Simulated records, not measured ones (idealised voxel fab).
The name of this process module is voxel self aligned contacts.
For reference, the cross-section in this document is cut, with width 245 nm and square cells of 5 nm.
Cross-sections here: square-cell grids, written as top-down lists of bands, a band being one or more rows of cells.
Basically the band line says how high the top is and how high the bottom is, in nm, and then what's in it from left to right, every material with its width in nm. Empty space shows up as "blank", and if a single material carries "everywhere" it runs the full band edge to edge.
All heights in this document are referenced to 0, defined as the level beneath which the wafer, as received, consists entirely of one material. The lowest band is not bounded below; it extends indefinitely downward and is written in the form "0 down".
The width entry "30..40" should be interpreted row by row: the top row of cells in the band takes the first number, the bottom row takes the second number, and the change between adjacent rows is uniform throughout.
Take "nothing changed" at face value: in the step it is given for, the cross-section changed in none of its cells.
In "Closed-off voids" the enclosed voids are listed, meaning empty spaces of 8 cells or larger without any opening to the top. The form is width x height at distance, distance from the left edge, units nm.
If you see something after the settings on a step's line, that's the simulator's own remark about that step.
"overlay nm" denotes, for a step that has a mask, the displacement of the mask to the right of its planned place, with negative values corresponding to the left.

### Set out below are the planned steps of the process
| 1 | RECEIVE, material Si |
| 2 | CONFORMAL_DEP, material SiO2, thk nm 5 |
| 3 | DIRECTIONAL_DEP, material polySi, thk nm 20 |
| 4 | DIRECTIONAL_DEP, material SiN, thk nm 25 |
| 5 | DIRECTIONAL_DEP, material aC, thk nm 10 |
| 6 | PATTERN, tone cover, mask id GATE, material resist, width nm 25, pitch nm 70, thk nm 30, overlay nm 0 |
| 7 | DIRECTIONAL_ETCH, etch materials aC, depth nm 10 |
| 8 | STRIP, etch materials resist |
| 9 | DIRECTIONAL_ETCH, etch materials SiN, depth nm 25 |
| 10 | DIRECTIONAL_ETCH, etch materials polySi, depth nm 20 |
| 11 | STRIP, etch materials aC |
| 12 | CONFORMAL_DEP, material SiN, thk nm 10 |
| 13 | DIRECTIONAL_ETCH, etch materials SiN, depth nm 10 |
| 14 | FILL_DEP, material SiO2, thk nm 10 |
| 15 | CMP, height nm 55 |
| 16 | MASKED_ETCH, tone open, mask id CONTACT, width nm 55, pitch nm 70, etch materials SiO2, depth nm 55, overlay nm 0 |
| 17 | CONFORMAL_DEP, material TiN, thk nm 5 |
| 18 | FILL_DEP, material W, thk nm 5 |
| 19 | CMP, height nm 55 |
| 20 | CONFORMAL_DEP, material SiCN, thk nm 5 |

### As-received wafer cross-section (after step 1)
* 0 down  Si everywhere
* Closed-off voids: none

### First wafer of two, sectioned at end of module; run went per plan
* 60 to 55  SiCN everywhere
* 55 to 50  SiO2 60, TiN 20, W 15, TiN 20, SiO2 15, TiN 20, W 15, TiN 20, SiO2 60
* 50 to 25  SiO2 30, SiN 45, TiN 5, W 15, TiN 5, SiN 45, TiN 5, W 15, TiN 5, SiN 45, SiO2 30
* 25 to 5  SiO2 30, SiN 10, polySi 25, SiN 10, TiN 5, W 15, TiN 5, SiN 10, polySi 25, SiN 10, TiN 5, W 15, TiN 5, SiN 10, polySi 25, SiN 10, SiO2 30
* 5 to 0  SiO2 75, TiN 25, SiO2 45, TiN 25, SiO2 75
* 0 down  Si everywhere
* Closed-off voids: none

### Presented here is a cross-section of the second of the two wafers as it stood at the end of the module. It was started in the same manner and assigned the same plan as the first wafer; however, one mistake was made in its execution
* 60 to 55  SiCN everywhere
* 55 to 50  SiO2 30, SiN 45, TiN 25, SiN 45, TiN 25, SiN 45, SiO2 30
* 50 to 25  SiN everywhere
* 25 to 5  polySi everywhere
* 5 to 0  SiO2 everywhere
* 0 down  Si everywhere
* Closed-off voids: none
What broke from the plan during processing? twice over, step 4 of the plan was run
at the end the second wafer has, in cells: SiN +89 | SiO2 -113 | TiN -52 | W -60 | polySi +136
